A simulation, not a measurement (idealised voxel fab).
The following is a process module called voxel self aligned vias.
The cross-section on display is named cut; it measures 175 nm wide, and its cells are 5 nm squares.
A cross-section in this document is a grid of square cells, and it is written down as bands, the top band listed before the ones below it; a band is made up of one or more rows of cells.
Band: top and bottom heights (nm) first, top before bottom; then materials from left to right, widths in nm. "throughout" marks a sole material filling the band edge to edge. "empty" denotes empty space.
Heights are reckoned from 0. Under this level, the received wafer is all of one material. The bottommost band is open-ended downward, for example "from 0 down".
The expression "30 to 40" gives the width at the extremes of the band, the first number at its top row of cells and the second at its bottom row, with the width changing by equal amounts from each row to the next in between.
"no alterations made" for a step: no cell of the cross-section changed in that step.
Look at "Trapped void list" for the closed voids: empty spaces with no open path to the top, sized 8 cells or up. Each is width x height at distance, distance from the left edge, all nm.
Where a step's line continues beyond its settings, the continuation is a remark by the simulator itself on that step.
If you see "overlay nm" on a step's line and that step has a mask, it's telling you how far right of where it was planned the mask ended up; a negative number means it went left instead.

# Intended process steps
| 1 | RECEIVE | material Si |
| 2 | CONFORMAL_DEP | material SiO2 | thk nm 10 |
| 3 | CONFORMAL_DEP | material SiCN | thk nm 5 |
| 4 | DIRECTIONAL_DEP | material SiO2 | thk nm 25 |
| 5 | MASKED_ETCH | tone open | mask id LINES | width nm 25 | pitch nm 55 | etch materials SiO2 | depth nm 25 | overlay nm 0 |
| 6 | CONFORMAL_DEP | material TiN | thk nm 5 |
| 7 | FILL_DEP | material W | thk nm 5 |
| 8 | CMP | height nm 40 |
| 9 | SELECTIVE_ETCH | etch materials W Ru TiN | depth nm 5 |
| 10 | FILL_DEP | material SiN | thk nm 5 |
| 11 | CMP | height nm 40 |
| 12 | DIRECTIONAL_DEP | material SiO2 | thk nm 15 |
| 13 | DIRECTIONAL_DEP | material aC | thk nm 10 |
| 14 | PATTERN | tone open | mask id VIAS | material resist | width nm 35 | pitch nm 55 | thk nm 25 | overlay nm 0 |
| 15 | DIRECTIONAL_ETCH | etch materials aC | depth nm 10 |
| 16 | STRIP | etch materials resist |
| 17 | DIRECTIONAL_ETCH | etch materials SiO2 | depth nm 15 |
| 18 | DIRECTIONAL_ETCH | etch materials SiN | depth nm 5 |
| 19 | STRIP | etch materials aC |
| 20 | CONFORMAL_DEP | material TiN | thk nm 5 |
| 21 | FILL_DEP | material Ru | thk nm 5 |
| 22 | CMP | height nm 55 |
| 23 | CONFORMAL_DEP | material SiN | thk nm 5 |

# Wafer, first of two, run as planned

# Cross-sectional view of the wafer in its as-received condition, corresponding to the state after step 1
    from 0 down  Si throughout
    Trapped void list: none

# Presented here is a cross-section of the wafer after step 2 has been performed
    from 10 to 0  SiO2 throughout
    Below 0, no change.

# Presented here is a cross-section of the wafer after step 3 has been performed
    from 15 to 10  SiCN throughout
    Below 10, no change.

# Presented here is a cross-section of the wafer after step 4 has been performed
    from 40 to 15  SiO2 throughout
    Below 15, no change.

# Presented here is a cross-section of the wafer after step 5 has been performed
    from 40 to 15  SiO2 45  empty 25  SiO2 30  empty 25  SiO2 50
    Below 15, no change.

# Presented here is a cross-section of the wafer after step 6 has been performed
    from 45 to 40  TiN 50  empty 15  TiN 40  empty 15  TiN 55
    from 40 to 20  SiO2 45  TiN 5  empty 15  TiN 5  SiO2 30  TiN 5  empty 15  TiN 5  SiO2 50
    from 20 to 15  SiO2 45  TiN 25  SiO2 30  TiN 25  SiO2 50
    Below 15, no change.

# Presented here is a cross-section of the wafer after step 7 has been performed
    from 50 to 45  W throughout
    from 45 to 40  TiN 50  W 15  TiN 40  W 15  TiN 55
    from 40 to 20  SiO2 45  TiN 5  W 15  TiN 5  SiO2 30  TiN 5  W 15  TiN 5  SiO2 50
    Below 20, no change.

# Presented here is a cross-section of the wafer after step 8 has been performed
    from 40 to 20  SiO2 45  TiN 5  W 15  TiN 5  SiO2 30  TiN 5  W 15  TiN 5  SiO2 50
    Below 20, no change.

# Presented here is a cross-section of the wafer after step 9 has been performed
    from 40 to 35  SiO2 45  empty 25  SiO2 30  empty 25  SiO2 50
    Below 35, no change.

# Presented here is a cross-section of the wafer after step 10 has been performed
    from 45 to 40  SiN throughout
    from 40 to 35  SiO2 45  SiN 25  SiO2 30  SiN 25  SiO2 50
    Below 35, no change.

# Presented here is a cross-section of the wafer after step 11 has been performed
    from 40 to 35  SiO2 45  SiN 25  SiO2 30  SiN 25  SiO2 50
    Below 35, no change.

# Presented here is a cross-section of the wafer after step 12 has been performed
    from 55 to 40  SiO2 throughout
    Below 40, no change.

# Presented here is a cross-section of the wafer after step 13 has been performed
    from 65 to 55  aC throughout
    Below 55, no change.

# Presented here is a cross-section of the wafer after step 14 has been performed
    from 90 to 65  resist 40  empty 35  resist 20  empty 35  resist 45
    Below 65, no change.

# Presented here is a cross-section of the wafer after step 15 has been performed
    from 80 to 65  resist 40  empty 35  resist 20  empty 35  resist 45
    from 65 to 55  aC 40  empty 35  aC 20  empty 35  aC 45
    Below 55, no change.

# Presented here is a cross-section of the wafer after step 16 has been performed
    from 65 to 55  aC 40  empty 35  aC 20  empty 35  aC 45
    Below 55, no change.

# Presented here is a cross-section of the wafer after step 17 has been performed
    from 65 to 55  aC 40  empty 35  aC 20  empty 35  aC 45
    from 55 to 40  SiO2 40  empty 35  SiO2 20  empty 35  SiO2 45
    Below 40, no change.

# Presented here is a cross-section of the wafer after step 18 has been performed
    from 65 to 55  aC 40  empty 35  aC 20  empty 35  aC 45
    from 55 to 40  SiO2 40  empty 35  SiO2 20  empty 35  SiO2 45
    from 40 to 35  SiO2 45  empty 25  SiO2 30  empty 25  SiO2 50
    Below 35, no change.

# Presented here is a cross-section of the wafer after step 19 has been performed
    from 55 to 40  SiO2 40  empty 35  SiO2 20  empty 35  SiO2 45
    Below 40, no change.

# Presented here is a cross-section of the wafer after step 20 has been performed
    from 60 to 55  TiN 45  empty 25  TiN 30  empty 25  TiN 50
    from 55 to 45  SiO2 40  TiN 5  empty 25  TiN 5  SiO2 20  TiN 5  empty 25  TiN 5  SiO2 45
    from 45 to 40  SiO2 40  TiN 10  empty 15  TiN 10  SiO2 20  TiN 10  empty 15  TiN 10  SiO2 45
    from 40 to 35  SiO2 45  TiN 25  SiO2 30  TiN 25  SiO2 50
    Below 35, no change.

# Presented here is a cross-section of the wafer after step 21 has been performed
    from 65 to 60  Ru throughout
    from 60 to 55  TiN 45  Ru 25  TiN 30  Ru 25  TiN 50
    from 55 to 45  SiO2 40  TiN 5  Ru 25  TiN 5  SiO2 20  TiN 5  Ru 25  TiN 5  SiO2 45
    from 45 to 40  SiO2 40  TiN 10  Ru 15  TiN 10  SiO2 20  TiN 10  Ru 15  TiN 10  SiO2 45
    Below 40, no change.

# Presented here is a cross-section of the wafer after step 22 has been performed
    from 55 to 45  SiO2 40  TiN 5  Ru 25  TiN 5  SiO2 20  TiN 5  Ru 25  TiN 5  SiO2 45
    Below 45, no change.

# Presented here is a cross-section of the wafer after step 23 has been performed
    from 60 to 55  SiN throughout
    Below 55, no change.

# The second wafer began exactly as the first did and followed the same plan, but one mistake was made while running it; through step 16 inclusive, the two wafers are identical

# Second wafer: cross-section at the scheduled end of step 17
    from 65 to 55  aC 40  empty 35  aC 20  empty 35  aC 45
    from 55 to 40  SiO2 40  empty 35  SiO2 20  empty 35  SiO2 45
    from 40 to 35  SiO2 40  empty 5  SiN 25  empty 5  SiO2 20  empty 5  SiN 25  empty 5  SiO2 45
    from 35 to 25  SiO2 40  empty 5  TiN 5  W 15  TiN 5  empty 5  SiO2 20  empty 5  TiN 5  W 15  TiN 5  empty 5  SiO2 45
    Below 25, no change.

# Second wafer: cross-section at the scheduled end of step 18
    from 65 to 55  aC 40  empty 35  aC 20  empty 35  aC 45
    from 55 to 35  SiO2 40  empty 35  SiO2 20  empty 35  SiO2 45
    Below 35, no change.

# Second wafer: cross-section at the scheduled end of step 19
    from 55 to 35  SiO2 40  empty 35  SiO2 20  empty 35  SiO2 45
    Below 35, no change.

# Second wafer: cross-section at the scheduled end of step 20
    from 60 to 55  TiN 45  empty 25  TiN 30  empty 25  TiN 50
    from 55 to 40  SiO2 40  TiN 5  empty 25  TiN 5  SiO2 20  TiN 5  empty 25  TiN 5  SiO2 45
    from 40 to 35  SiO2 40  TiN 35  SiO2 20  TiN 35  SiO2 45
    from 35 to 25  SiO2 40  TiN 10  W 15  TiN 10  SiO2 20  TiN 10  W 15  TiN 10  SiO2 45
    Below 25, no change.

# Second wafer: cross-section at the scheduled end of step 21
    from 65 to 60  Ru throughout
    from 60 to 55  TiN 45  Ru 25  TiN 30  Ru 25  TiN 50
    from 55 to 40  SiO2 40  TiN 5  Ru 25  TiN 5  SiO2 20  TiN 5  Ru 25  TiN 5  SiO2 45
    Below 40, no change.

# Second wafer: cross-section at the scheduled end of step 22
    from 55 to 40  SiO2 40  TiN 5  Ru 25  TiN 5  SiO2 20  TiN 5  Ru 25  TiN 5  SiO2 45
    Below 40, no change.

# Second wafer: cross-section at the scheduled end of step 23
    from 60 to 55  SiN throughout
    Below 55, no change.
Deviation from plan: it should be noted that step 17 of the plan was executed twice
Cell-count delta at end, second wafer over first, by material: +4 Ru | -12 SiO2 | +8 TiN
